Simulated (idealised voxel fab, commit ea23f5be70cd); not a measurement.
process module | voxel gate over fins
cross-section cut | 265 nm wide | cells 5 nm
A cross-section is a grid of square cells, given in bands from the top down. A band is one or more rows of cells.
Each band's line starts with the height of the band's top and of its bottom, in nm. Then come its materials from left to right, each with its width in nm. One material with "throughout" fills the band from edge to edge. "air" is empty space.
Height 0 is the level under which the wafer as received is all one material. The lowest band goes on downwards, as in "0 down".
A width such as "30 to 40" changes by the same amount from each row of cells to the next, from the band's top row to its bottom row.
"no change" after a step means that no cell of the cross-section changed.
closed voids: empty space of 8 cells or more with no open way to the top, each as width x height at its distance from the left edge, in nm
after a step's settings: what the simulator itself notes on the step
overlay nm, on a step with a mask: how far to the right of its planned place the mask lay; to the left if negative
plan
1 op RECEIVE | material Si
2 op CONFORMAL_DEP | material SiN | thk nm 10
3 op MASKED_ETCH | tone cover | mask id FINS | width nm 15 | pitch nm 40 | etch materials SiN | depth nm 10 | overlay nm 0
4 op MASKED_ETCH | tone cover | mask id FINS | width nm 15 | pitch nm 40 | etch materials Si | depth nm 35 | overlay nm 0
5 op FILL_DEP | material SiO2 | thk nm 5
6 op CMP | height nm 0
7 op SELECTIVE_ETCH | etch materials SiO2 | depth nm 20
8 op STRIP | etch materials SiN
9 op CONFORMAL_DEP | material HfO2 | thk nm 5
10 op CONFORMAL_DEP | material TiN | thk nm 5
11 op FILL_DEP | material W | thk nm 10
12 op CMP | height nm 15
13 op CONFORMAL_DEP | material SiCN | thk nm 5
varied across the wafers: height nm of step 6. The plan shows the first wafer's value. All wafers start alike
first wafer as received, after step 1
  0 down: Si throughout
  closed voids: none
first wafer at the end, after step 13
  20 to 15: SiCN throughout
  15 to 10: W throughout
  10 to 5: W 55 | TiN 35 | W 5 | TiN 35 | W 5 | TiN 35 | W 5 | TiN 35 | W 55
  5 to 0: W 55 | TiN 5 | HfO2 25 | TiN 5 | W 5 | TiN 5 | HfO2 25 | TiN 5 | W 5 | TiN 5 | HfO2 25 | TiN 5 | W 5 | TiN 5 | HfO2 25 | TiN 5 | W 55
  0 to -10: W 55 | TiN 5 | HfO2 5 | Si 15 | HfO2 5 | TiN 5 | W 5 | TiN 5 | HfO2 5 | Si 15 | HfO2 5 | TiN 5 | W 5 | TiN 5 | HfO2 5 | Si 15 | HfO2 5 | TiN 5 | W 5 | TiN 5 | HfO2 5 | Si 15 | HfO2 5 | TiN 5 | W 55
  -10 to -15: TiN 60 | HfO2 5 | Si 15 | HfO2 5 | TiN 15 | HfO2 5 | Si 15 | HfO2 5 | TiN 15 | HfO2 5 | Si 15 | HfO2 5 | TiN 15 | HfO2 5 | Si 15 | HfO2 5 | TiN 60
  -15 to -20: HfO2 65 | Si 15 | HfO2 25 | Si 15 | HfO2 25 | Si 15 | HfO2 25 | Si 15 | HfO2 65
  -20 to -35: SiO2 65 | Si 15 | SiO2 25 | Si 15 | SiO2 25 | Si 15 | SiO2 25 | Si 15 | SiO2 65
  -35 down: Si throughout
  closed voids: none
last wafer at the end
  20 to 15: SiCN throughout
  15 to 10: W throughout
  10 to 5: W 55 | TiN 35 | W 5 | TiN 35 | W 5 | TiN 35 | W 5 | TiN 35 | W 55
  5 to 0: TiN 60 | HfO2 25 | TiN 15 | HfO2 25 | TiN 15 | HfO2 25 | TiN 15 | HfO2 25 | TiN 60
  0 to -5: HfO2 65 | Si 15 | HfO2 25 | Si 15 | HfO2 25 | Si 15 | HfO2 25 | Si 15 | HfO2 65
  -5 to -35: SiO2 65 | Si 15 | SiO2 25 | Si 15 | SiO2 25 | Si 15 | SiO2 25 | Si 15 | SiO2 65
  -35 down: Si throughout
  closed voids: none
each wafer at the end: cells of each material gained (+) or lost (-) since it was received, then its closed voids
height nm 0 | +85 HfO2 | -287 Si | +53 SiCN | +123 SiO2 | +85 TiN | +153 W | closed voids: none
height nm 5 | +77 HfO2 | -287 Si | +53 SiCN | +164 SiO2 | +77 TiN | +128 W | closed voids: none
height nm 10 | +69 HfO2 | -287 Si | +53 SiCN | +205 SiO2 | +69 TiN | +103 W | closed voids: none
height nm 15 | +61 HfO2 | -287 Si | +53 SiCN | +246 SiO2 | +61 TiN | +78 W | closed voids: none
